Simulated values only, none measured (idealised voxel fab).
process module | voxel self aligned contacts
cross-section cut | 285 nm wide | cells 5 nm
A cross-section is a grid of square cells, given in bands from the top down. A band is one or more rows of cells.
Each band's line starts with the height of the band's top and of its bottom, in nm. Then come its materials from left to right, each with its width in nm. One material with "throughout" fills the band from edge to edge. "air" is empty space.
Height 0 is the level under which the wafer as received is all one material. The lowest band goes on downwards, as in "0 down".
A width such as "30 to 40" changes by the same amount from each row of cells to the next, from the band's top row to its bottom row.
"no change" after a step means that no cell of the cross-section changed.
closed voids: empty space of 8 cells or more with no open way to the top, each as width x height at its distance from the left edge, in nm
after a step's settings: what the simulator itself notes on the step
overlay nm, on a step with a mask: how far to the right of its planned place the mask lay; to the left if negative
plan
1 op RECEIVE | material Si
2 op OXIDIZE | depth nm 5
3 op DIRECTIONAL_DEP | material polySi | thk nm 20
4 op DIRECTIONAL_DEP | material SiN | thk nm 20
5 op DIRECTIONAL_DEP | material aC | thk nm 10
6 op PATTERN | tone cover | mask id GATE | material resist | width nm 25 | pitch nm 55 | thk nm 30 | overlay nm 0
7 op DIRECTIONAL_ETCH | etch materials aC | depth nm 10
8 op STRIP | etch materials resist
9 op DIRECTIONAL_ETCH | etch materials SiN | depth nm 20
10 op DIRECTIONAL_ETCH | etch materials polySi | depth nm 20
11 op STRIP | etch materials aC
12 op CONFORMAL_DEP | material SiN | thk nm 5
13 op DIRECTIONAL_ETCH | etch materials SiN | depth nm 5
14 op FILL_DEP | material SiO2 | thk nm 10
15 op CMP | height nm 45
16 op PATTERN | tone open | mask id CONTACT | material resist | width nm 40 | pitch nm 55 | thk nm 15 | overlay nm 0
17 op DIRECTIONAL_ETCH | etch materials SiO2 | depth nm 50
18 op STRIP | etch materials resist
19 op CONFORMAL_DEP | material TiN | thk nm 5
20 op FILL_DEP | material W | thk nm 5
21 op CMP | height nm 45
22 op CONFORMAL_DEP | material SiCN | thk nm 5
as received, after step 1
  0 down: Si throughout
  closed voids: none
first wafer at the end, as planned
  50 to 45: SiCN throughout
  45 to 40: SiO2 95 | TiN 15 | W 10 | TiN 15 | SiO2 15 | TiN 15 | W 10 | TiN 15 | SiO2 95
  40 to 20: SiO2 70 | SiN 35 | TiN 5 | W 10 | TiN 5 | SiN 35 | TiN 5 | W 10 | TiN 5 | SiN 35 | SiO2 70
  20 to 0: SiO2 70 | SiN 5 | polySi 25 | SiN 5 | TiN 5 | W 10 | TiN 5 | SiN 5 | polySi 25 | SiN 5 | TiN 5 | W 10 | TiN 5 | SiN 5 | polySi 25 | SiN 5 | SiO2 70
  0 to -5: SiO2 105 | TiN 20 | SiO2 35 | TiN 20 | SiO2 105
  -5 down: Si throughout
  closed voids: none
second wafer at the end: like start, like plan, one mistake
  50 to 45: SiCN throughout
  45 to 40: SiO2 95 | TiN 10 | W 20 | TiN 10 | SiO2 15 | TiN 10 | W 20 | TiN 10 | SiO2 95
  40 to 20: SiO2 75 | SiN 25 | TiN 5 | W 20 | TiN 5 | SiN 25 | TiN 5 | W 20 | TiN 5 | SiN 25 | SiO2 75
  20 to 0: SiO2 75 | SiN 5 | polySi 15 | SiN 5 | TiN 5 | W 20 | TiN 5 | SiN 5 | polySi 15 | SiN 5 | TiN 5 | W 20 | TiN 5 | SiN 5 | polySi 15 | SiN 5 | SiO2 75
  0 to -5: SiO2 100 | TiN 30 | SiO2 25 | TiN 30 | SiO2 100
  -5 down: Si throughout
  closed voids: none
what went wrong: step 6 ran as: op PATTERN | tone cover | mask id GATE | material resist | width nm 15 | pitch nm 55 | thk nm 30 | overlay nm 0
at the end the second wafer has, in cells: 24 fewer of SiN | 12 more of SiO2 | 36 more of W | 24 fewer of polySi
